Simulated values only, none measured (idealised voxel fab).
process module | voxel gate over fins
cross-section cut | 155 nm wide | cells 5 nm
A cross-section is a grid of square cells, given in bands from the top down. A band is one or more rows of cells.
Each band's line starts with the height of the band's top and of its bottom, in nm. Then come its materials from left to right, each with its width in nm. One material with "throughout" fills the band from edge to edge. "air" is empty space.
Height 0 is the level under which the wafer as received is all one material. The lowest band goes on downwards, as in "0 down".
A width such as "30 to 40" changes by the same amount from each row of cells to the next, from the band's top row to its bottom row.
"no change" after a step means that no cell of the cross-section changed.
closed voids: empty space of 8 cells or more with no open way to the top, each as width x height at its distance from the left edge, in nm
after a step's settings: what the simulator itself notes on the step
overlay nm, on a step with a mask: how far to the right of its planned place the mask lay; to the left if negative
plan
1 op RECEIVE | material Si
2 op CONFORMAL_DEP | material SiN | thk nm 5
3 op MASKED_ETCH | tone cover | mask id FINS | width nm 15 | pitch nm 50 | etch materials SiN | depth nm 5 | overlay nm 0
4 op MASKED_ETCH | tone cover | mask id FINS | width nm 15 | pitch nm 50 | etch materials Si | depth nm 30 | overlay nm 0
5 op FILL_DEP | material SiO2 | thk nm 5
6 op CMP | height nm 5
7 op DIRECTIONAL_DEP | material aC | thk nm 10
8 op PATTERN | tone open | mask id RAIL | material resist | width nm 15 | thk nm 30 | overlay nm 0
9 op DIRECTIONAL_ETCH | etch materials aC | depth nm 10
10 op STRIP | etch materials resist
11 op DIRECTIONAL_ETCH | etch materials SiO2 | depth nm 30
12 op STRIP | etch materials aC
13 op CONFORMAL_DEP | material TiN | thk nm 5
14 op FILL_DEP | material W | thk nm 10
15 op CMP | height nm 5
16 op SELECTIVE_ETCH | etch materials W Ru TiN | depth nm 20
17 op FILL_DEP | material SiO2 | thk nm 5
18 op CMP | height nm 5
19 op SELECTIVE_ETCH | etch materials SiO2 | depth nm 15
20 op STRIP | etch materials SiN
21 op CONFORMAL_DEP | material HfO2 | thk nm 5
22 op CONFORMAL_DEP | material TiN | thk nm 5
23 op FILL_DEP | material W | thk nm 10
24 op CMP | height nm 15
25 op CONFORMAL_DEP | material SiCN | thk nm 10
as received, after step 1
  0 down: Si throughout
  closed voids: none
first wafer at the end, as planned
  25 to 15: SiCN throughout
  15 to 10: W throughout
  10 to 5: W 10 | TiN 35 | W 15 | TiN 35 | W 15 | TiN 35 | W 10
  5 to 0: W 10 | TiN 5 | HfO2 25 | TiN 5 | W 15 | TiN 5 | HfO2 25 | TiN 5 | W 15 | TiN 5 | HfO2 25 | TiN 5 | W 10
  0 to -5: TiN 15 | HfO2 5 | Si 15 | HfO2 5 | TiN 25 | HfO2 5 | Si 15 | HfO2 5 | TiN 25 | HfO2 5 | Si 15 | HfO2 5 | TiN 15
  -5 to -10: HfO2 20 | Si 15 | HfO2 35 | Si 15 | HfO2 35 | Si 15 | HfO2 20
  -10 to -15: SiO2 20 | Si 15 | SiO2 35 | Si 15 | SiO2 35 | Si 15 | SiO2 20
  -15 to -20: SiO2 20 | Si 15 | SiO2 10 | TiN 5 | W 5 | TiN 5 | SiO2 10 | Si 15 | SiO2 35 | Si 15 | SiO2 20
  -20 to -25: SiO2 20 | Si 15 | SiO2 10 | TiN 15 | SiO2 10 | Si 15 | SiO2 35 | Si 15 | SiO2 20
  -25 to -30: SiO2 20 | Si 15 | SiO2 35 | Si 15 | SiO2 35 | Si 15 | SiO2 20
  -30 down: Si throughout
  closed voids: none
second wafer at the end: like start, like plan, one mistake
  25 to 15: SiCN throughout
  15 to 10: W throughout
  10 to 5: W 10 | TiN 35 | W 15 | TiN 35 | W 15 | TiN 35 | W 10
  5 to 0: W 10 | TiN 5 | HfO2 25 | TiN 5 | W 15 | TiN 5 | HfO2 25 | TiN 5 | W 15 | TiN 5 | HfO2 25 | TiN 5 | W 10
  0 to -5: TiN 15 | HfO2 5 | Si 15 | HfO2 5 | TiN 25 | HfO2 5 | Si 15 | HfO2 5 | TiN 25 | HfO2 5 | Si 15 | HfO2 5 | TiN 15
  -5 to -10: HfO2 20 | Si 15 | HfO2 35 | Si 15 | HfO2 35 | Si 15 | HfO2 20
  -10 to -15: SiO2 20 | Si 15 | SiO2 35 | Si 15 | SiO2 35 | Si 15 | SiO2 20
  -15 to -20: SiO2 20 | Si 15 | SiO2 20 | TiN 5 | W 5 | TiN 5 | Si 15 | SiO2 35 | Si 15 | SiO2 20
  -20 to -25: SiO2 20 | Si 15 | SiO2 20 | TiN 15 | Si 15 | SiO2 35 | Si 15 | SiO2 20
  -25 to -30: SiO2 20 | Si 15 | SiO2 35 | Si 15 | SiO2 35 | Si 15 | SiO2 20
  -30 down: Si throughout
  closed voids: none
what went wrong: step 8 ran as: op PATTERN | tone open | mask id RAIL | material resist | width nm 15 | thk nm 30 | overlay nm 10
at the end the second wafer has, in cells: as many of each material as the first, in other places
